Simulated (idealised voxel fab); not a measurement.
The document below concerns the process module designated voxel wiring stack.
285 nm wide, 5 nm square cells: that's cross-section cut.
In what follows, cross-sections appear as grids of square cells, described through bands that run from the top down, where every band is one or more rows of cells.
Basically the band line says how high the top is and how high the bottom is, in nm, and then what's in it from left to right, every material with its width in nm. Empty space shows up as "air", and if a single material carries "throughout" it runs the full band edge to edge.
For the purposes of this specification, 0 denotes the height below which the wafer in its as-received condition is composed wholly of one material, and the lowermost band, lacking a lower limit, extends downward without end, as expressed in "z 0 and below".
A width given as "30->40" starts at the first number in the band's top row and ends at the second number in its bottom row, shifting by an equal amount at every step from row to row.
Any step labelled "nothing altered" changed none of the cells in the cross-section.
Entry "Voids, sealed" = empty spaces >= 8 cells with no open way to the top; each as width x height at distance, distance from left edge, all nm.
If you see something after the settings on a step's line, that's the simulator's own remark about that step.
For masked steps, "overlay nm" on the step line gives how far right of plan the mask actually lay; a minus sign means it lay to the left.

-- Process steps - plan
1) RECEIVE (material Si)
2) CONFORMAL_DEP (material SiO2; thk nm 15)
3) DIRECTIONAL_DEP (material TiN; thk nm 5)
4) DIRECTIONAL_DEP (material Ru; thk nm 15)
5) PATTERN (tone cover; mask id METAL_1; material resist; width nm 30; pitch nm 45; thk nm 15; overlay nm 0)
6) DIRECTIONAL_ETCH (etch materials Ru; depth nm 15)
7) DIRECTIONAL_ETCH (etch materials TiN; depth nm 5)
8) STRIP (etch materials resist)
9) CONFORMAL_DEP (material SiCN; thk nm 5)
10) FILL_DEP (material SiO2; thk nm 10)
11) CMP (height nm 35)
12) CONFORMAL_DEP (material SiCN; thk nm 5)
13) DIRECTIONAL_DEP (material lowk; thk nm 20)
14) DIRECTIONAL_DEP (material aC; thk nm 10)
15) PATTERN (tone open; mask id PLUG_1; material resist; width nm 15; thk nm 25; overlay nm 0)
16) DIRECTIONAL_ETCH (etch materials aC; depth nm 10)
17) STRIP (etch materials resist)
18) DIRECTIONAL_ETCH (etch materials lowk; depth nm 20)
19) DIRECTIONAL_ETCH (etch materials SiCN; depth nm 5)
20) STRIP (etch materials aC)
21) CONFORMAL_DEP (material TiN; thk nm 5)
22) FILL_DEP (material W; thk nm 10)
23) CMP (height nm 60)
24) CONFORMAL_DEP (material SiCN; thk nm 5)
25) DIRECTIONAL_DEP (material SiO2; thk nm 15)
26) MASKED_ETCH (tone open; mask id METAL_2; width nm 30; pitch nm 45; etch materials SiO2; depth nm 15; overlay nm 0)
27) MASKED_ETCH (tone open; mask id METAL_2; width nm 30; pitch nm 45; etch materials SiCN; depth nm 5; overlay nm 0)
28) CONFORMAL_DEP (material TiN; thk nm 5)
29) FILL_DEP (material Cu; thk nm 10)
30) CMP (height nm 80)
31) CONFORMAL_DEP (material SiCN; thk nm 5)
32) DIRECTIONAL_DEP (material lowk; thk nm 10)
33) MASKED_ETCH (tone open; mask id PLUG_2; width nm 15; etch materials lowk; depth nm 10; overlay nm 0)
34) MASKED_ETCH (tone open; mask id PLUG_2; width nm 15; etch materials SiCN; depth nm 5; overlay nm 0)
35) EPI (material Ru; thk nm 10)
36) EPI (material Ru; thk nm 5)
37) CONFORMAL_DEP (material SiN; thk nm 5)
38) DIRECTIONAL_DEP (material SiO2; thk nm 15)
39) DIRECTIONAL_DEP (material aC; thk nm 15)
40) PATTERN (tone open; mask id METAL_3; material resist; width nm 30; pitch nm 45; thk nm 35; overlay nm 0)
41) DIRECTIONAL_ETCH (etch materials aC; depth nm 15)
42) STRIP (etch materials resist)
43) DIRECTIONAL_ETCH (etch materials SiO2; depth nm 15)
44) DIRECTIONAL_ETCH (etch materials SiN; depth nm 5)
45) STRIP (etch materials aC)
46) CONFORMAL_DEP (material TiN; thk nm 5)
47) FILL_DEP (material Ru; thk nm 10)
48) CMP (height nm 115)
49) CONFORMAL_DEP (material SiCN; thk nm 5)
50) DIRECTIONAL_DEP (material lowk; thk nm 30)
51) PATTERN (tone open; mask id METAL_4_HOLES; material resist; width nm 15; thk nm 20; overlay nm 0)
52) DIRECTIONAL_ETCH (etch materials lowk; depth nm 30)
53) STRIP (etch materials resist)
54) PATTERN (tone open; mask id METAL_4; material resist; width nm 30; pitch nm 45; thk nm 15; overlay nm 0)
55) DIRECTIONAL_ETCH (etch materials lowk; depth nm 20)
56) DIRECTIONAL_ETCH (etch materials SiCN; depth nm 5)
57) STRIP (etch materials resist)
58) CONFORMAL_DEP (material TiN; thk nm 5)
59) FILL_DEP (material Cu; thk nm 5)
60) CMP (height nm 150)
61) CONFORMAL_DEP (material SiN; thk nm 5)

-- Received-state cross-section, reflecting completion of step 1
* z 0 and below  Si throughout
* Voids, sealed: none

-- End-of-module XS, first of two wafers, run as planned
* z 155 to 150  SiN throughout
* z 150 to 135  lowk (105); TiN (5); Cu (20); TiN (5); lowk (15); TiN (5); Cu (20); TiN (5); lowk (105)
* z 135 to 130  lowk (105); TiN (5); Cu (5); TiN (20); lowk (15); TiN (30); lowk (105)
* z 130 to 120  lowk (105); TiN (5); Cu (5); TiN (5); lowk (165)
* z 120 to 115  SiCN (105); TiN (15); SiCN (165)
* z 115 to 100  SiO2 (105); TiN (5); Ru (20); TiN (5); SiO2 (15); TiN (5); Ru (20); TiN (5); SiO2 (105)
* z 100 to 95  SiN (105); TiN (30); SiN (15); TiN (30); SiN (105)
* z 95 to 85  lowk (105); Ru (15); lowk (165)
* z 85 to 80  SiCN (105); Ru (15); SiCN (165)
* z 80 to 65  SiO2 (105); TiN (5); Cu (20); TiN (5); SiO2 (15); TiN (5); Cu (20); TiN (5); SiO2 (105)
* z 65 to 60  SiCN (105); TiN (30); SiCN (15); TiN (30); SiCN (105)
* z 60 to 40  lowk (105); TiN (5); W (5); TiN (5); lowk (165)
* z 40 to 35  SiCN (105); TiN (15); SiCN (165)
* z 35 to 20  SiO2 (100); SiCN (5); Ru (30); SiCN (5); SiO2 (5); SiCN (5); Ru (30); SiCN (5); SiO2 (100)
* z 20 to 15  SiCN (105); TiN (30); SiCN (15); TiN (30); SiCN (105)
* z 15 to 0  SiO2 throughout
* z 0 and below  Si throughout
* Voids, sealed: none

-- Wafer two cross-section, module end. Start and plan unchanged from wafer one; one mistake made during the run
* z 155 to 150  SiN throughout
* z 150 to 135  lowk (105); TiN (5); Cu (20); TiN (5); lowk (15); TiN (5); Cu (20); TiN (5); lowk (105)
* z 135 to 130  lowk (105); TiN (5); Cu (5); TiN (20); lowk (15); TiN (30); lowk (105)
* z 130 to 120  lowk (105); TiN (5); Cu (5); TiN (5); lowk (165)
* z 120 to 115  SiCN (105); TiN (15); SiCN (165)
* z 115 to 110  SiO2 (105); TiN (5); Ru (20); TiN (5); SiO2 (15); TiN (5); Ru (20); TiN (5); SiO2 (105)
* z 110 to 105  SiO2 (90); SiN (15); TiN (30); SiO2 (15); TiN (5); Ru (20); TiN (5); SiO2 (105)
* z 105 to 100  SiO2 (90); SiN (5); Ru (35); SiN (5); SiO2 (15); TiN (5); Ru (20); TiN (5); SiO2 (105)
* z 100 to 95  SiN (95); Ru (35); SiN (20); TiN (30); SiN (105)
* z 95 to 85  lowk (105); Ru (15); lowk (165)
* z 85 to 80  SiCN (105); Ru (15); SiCN (165)
* z 80 to 65  SiO2 (105); TiN (5); Cu (20); TiN (5); SiO2 (15); TiN (5); Cu (20); TiN (5); SiO2 (105)
* z 65 to 60  SiCN (105); TiN (30); SiCN (15); TiN (30); SiCN (105)
* z 60 to 40  lowk (105); TiN (5); W (5); TiN (5); lowk (165)
* z 40 to 35  SiCN (105); TiN (15); SiCN (165)
* z 35 to 20  SiO2 (100); SiCN (5); Ru (30); SiCN (5); SiO2 (5); SiCN (5); Ru (30); SiCN (5); SiO2 (100)
* z 20 to 15  SiCN (105); TiN (30); SiCN (15); TiN (30); SiCN (105)
* z 15 to 0  SiO2 throughout
* z 0 and below  Si throughout
* Voids, sealed: none
Nonconformance to the process plan: plan step 35 was twice executed
FYI, end of process, the second wafer has more or fewer cells of some materials than the first: Ru +6 | SiN +4 | SiO2 -6 | TiN -4
